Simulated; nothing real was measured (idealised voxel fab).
Herein follows the process module entitled voxel spacer lines.
180 nm wide, 5 nm square cells: that's cross-section cut.
Square cells in a grid make up a cross-section in this document, and the grid is given as bands, listed from the top down, each one or more rows of cells.
Basically the band line says how high the top is and how high the bottom is, in nm, and then what's in it from left to right, every material with its width in nm. Empty space shows up as "air", and if a single material carries "everywhere" it runs the full band edge to edge.
Counting heights begins at 0, where everything beneath is, in the wafer as received, one material. The lowest band has no bottom; it goes on downwards, as "top 0, no bottom" shows.
Think of "30->40" as a width that walks from the first number to the second as you go down the band, top row to bottom row, taking equal-sized steps from row to row.
Where the words "remains unaltered" appear for a step, the cross-section shows no cell changed by that step; every cell remained as before.
Empty spaces without an open route to the top, at least 8 cells in extent, make up the entry "Fully sealed cavities"; each is given as width x height at distance, where the distance is measured from the left edge, and all are in nm.
On a step's line, text after the settings is the simulator commenting on that step.
A step's line can hold "overlay nm"; with a mask on that step, the setting says how far right of the planned place the mask lay, while a negative setting says it lay to the left.
[Set out below are the planned steps of the process]
- 1: RECEIVE: material Si
- 2: CONFORMAL_DEP: material Al2O3, thk nm 10
- 3: DIRECTIONAL_DEP: material TiN, thk nm 10
- 4: DIRECTIONAL_DEP: material aC, thk nm 30
- 5: PATTERN: tone cover, mask id MANDREL, material resist, width nm 25, pitch nm 70, thk nm 35, overlay nm 0
- 6: DIRECTIONAL_ETCH: etch materials aC, depth nm 30
- 7: STRIP: etch materials resist
- 8: CONFORMAL_DEP: material SiN, thk nm 10
- 9: DIRECTIONAL_ETCH: etch materials SiN, depth nm 10
- 10: STRIP: etch materials aC
- 11: DIRECTIONAL_ETCH: etch materials TiN, depth nm 10
- 12: STRIP: etch materials SiN
- 13: FILL_DEP: material lowk, thk nm 10
- 14: CMP: height nm 20
[Step 1 complete: cross-section of the wafer as received]
	top 0, no bottom  Si everywhere
	Fully sealed cavities: none
[End-of-module XS, first of two wafers, run as planned]
	top 20, bottom 10  30 of lowk  10 of TiN  25 of lowk  10 of TiN  25 of lowk  10 of TiN  25 of lowk  10 of TiN  35 of lowk
	top 10, bottom 0  Al2O3 everywhere
	top 0, no bottom  Si everywhere
	Fully sealed cavities: none
[Second wafer through the module, sectioned at the end: same beginning and same plan as the first wafer, with one mistake in carrying it out]
	top 20, bottom 10  40 of lowk  10 of TiN  5 of lowk  10 of TiN  45 of lowk  10 of TiN  5 of lowk  10 of TiN  45 of lowk
	top 10, bottom 0  Al2O3 everywhere
	top 0, no bottom  Si everywhere
	Fully sealed cavities: none
what went wrong: step 5 ran differently from the plan; actual operation with settings: PATTERN: tone open, mask id MANDREL, material resist, width nm 25, pitch nm 70, thk nm 35, overlay nm 0
at the end the second wafer has, in cells: as many of each material as the first, in other places
